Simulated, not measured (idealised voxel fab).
Proc. module: voxel self aligned vias
Section shown: cut. Width: 175 nm. Cell size: 5 nm, square.
In what follows, cross-sections appear as grids of square cells, described through bands that run from the top down, where every band is one or more rows of cells.
The entry gives the band's vertical extent as a top height and a bottom height in nm, then its horizontal make-up as materials from left to right, each with a width in nm. "empty" stands for empty space; a single material marked "edge to edge" fills the band edge to edge.
Convention: height 0 is the level below which the wafer, as received, is all one material. The lowest band does not terminate at the bottom but continues downward, represented as "0 down".
The width entry "30->40" should be interpreted row by row: the top row of cells in the band takes the first number, the bottom row takes the second number, and the change between adjacent rows is uniform throughout.
Step marked "remained unchanged"? Then no cell in the cross-section changed in it.
Listed in "Unvented internal voids": every empty space of 8 or more cells without an open way to the top. Form: width x height at distance, the distance being from the left edge, all in nm.
On a step's line, text after the settings is the simulator commenting on that step.
The "overlay nm" setting may appear on a step's line; for a step that uses a mask, it gives how far to the right of its planned position the mask lay, and a negative value indicates the left.
[Process steps (planned)]
step 1: op RECEIVE | material Si
step 2: op CONFORMAL_DEP | material SiO2 | thk nm 10
step 3: op CONFORMAL_DEP | material SiCN | thk nm 5
step 4: op DIRECTIONAL_DEP | material SiO2 | thk nm 25
step 5: op MASKED_ETCH | tone open | mask id LINES | width nm 25 | pitch nm 55 | etch materials SiO2 | depth nm 25 | overlay nm 0
step 6: op CONFORMAL_DEP | material TiN | thk nm 5
step 7: op FILL_DEP | material W | thk nm 5
step 8: op CMP | height nm 40
step 9: op SELECTIVE_ETCH | etch materials W Ru TiN | depth nm 5
step 10: op FILL_DEP | material SiN | thk nm 5
step 11: op CMP | height nm 40
step 12: op DIRECTIONAL_DEP | material SiO2 | thk nm 15
step 13: op DIRECTIONAL_DEP | material aC | thk nm 10
step 14: op PATTERN | tone open | mask id VIAS | material resist | width nm 35 | pitch nm 55 | thk nm 25 | overlay nm 0
step 15: op DIRECTIONAL_ETCH | etch materials aC | depth nm 10
step 16: op STRIP | etch materials resist
step 17: op DIRECTIONAL_ETCH | etch materials SiO2 | depth nm 15
step 18: op DIRECTIONAL_ETCH | etch materials SiN | depth nm 5
step 19: op STRIP | etch materials aC
step 20: op CONFORMAL_DEP | material TiN | thk nm 5
step 21: op FILL_DEP | material Ru | thk nm 5
step 22: op CMP | height nm 55
step 23: op CONFORMAL_DEP | material SiN | thk nm 5
[as received, after step 1]
> 0 down: Si edge to edge
> Unvented internal voids: none
[End-of-module cross-section of the first of two wafers, processed as planned]
> 60 to 55: SiN edge to edge
> 55 to 45: SiO2 (40), TiN (5), Ru (25), TiN (5), SiO2 (20), TiN (5), Ru (25), TiN (5), SiO2 (45)
> 45 to 40: SiO2 (40), TiN (10), Ru (15), TiN (10), SiO2 (20), TiN (10), Ru (15), TiN (10), SiO2 (45)
> 40 to 35: SiO2 (45), TiN (25), SiO2 (30), TiN (25), SiO2 (50)
> 35 to 20: SiO2 (45), TiN (5), W (15), TiN (5), SiO2 (30), TiN (5), W (15), TiN (5), SiO2 (50)
> 20 to 15: SiO2 (45), TiN (25), SiO2 (30), TiN (25), SiO2 (50)
> 15 to 10: SiCN edge to edge
> 10 to 0: SiO2 edge to edge
> 0 down: Si edge to edge
> Unvented internal voids: none
[Cross-sectional view of the second of two wafers upon completion of the module. This wafer shared its starting condition and process plan with the first; one error was made during its execution]
> 60 to 55: SiN edge to edge
> 55 to 45: SiO2 (40), TiN (5), Ru (25), TiN (5), SiO2 (20), TiN (5), Ru (25), TiN (5), SiO2 (45)
> 45 to 40: SiO2 (40), TiN (35), SiO2 (20), TiN (35), SiO2 (45)
> 40 to 35: SiN (40), TiN (5), SiO2 (25), TiN (5), SiN (20), TiN (5), SiO2 (25), TiN (5), SiN (45)
> 35 to 20: W (40), TiN (5), SiO2 (25), TiN (5), W (20), TiN (5), SiO2 (25), TiN (5), W (45)
> 20 to 15: TiN (45), SiO2 (25), TiN (30), SiO2 (25), TiN (50)
> 15 to 10: SiCN edge to edge
> 10 to 0: SiO2 edge to edge
> 0 down: Si edge to edge
> Unvented internal voids: none
What went wrong in running the wafer? step 5 did not happen as planned, as run it was op MASKED_ETCH | tone cover | mask id LINES | width nm 25 | pitch nm 55 | etch materials SiO2 | depth nm 25 | overlay nm 0
The final cell counts differ between the wafers, with the second having more or fewer of some materials than the first: -6 Ru | +21 SiN | -75 SiO2 | +15 TiN | +45 W
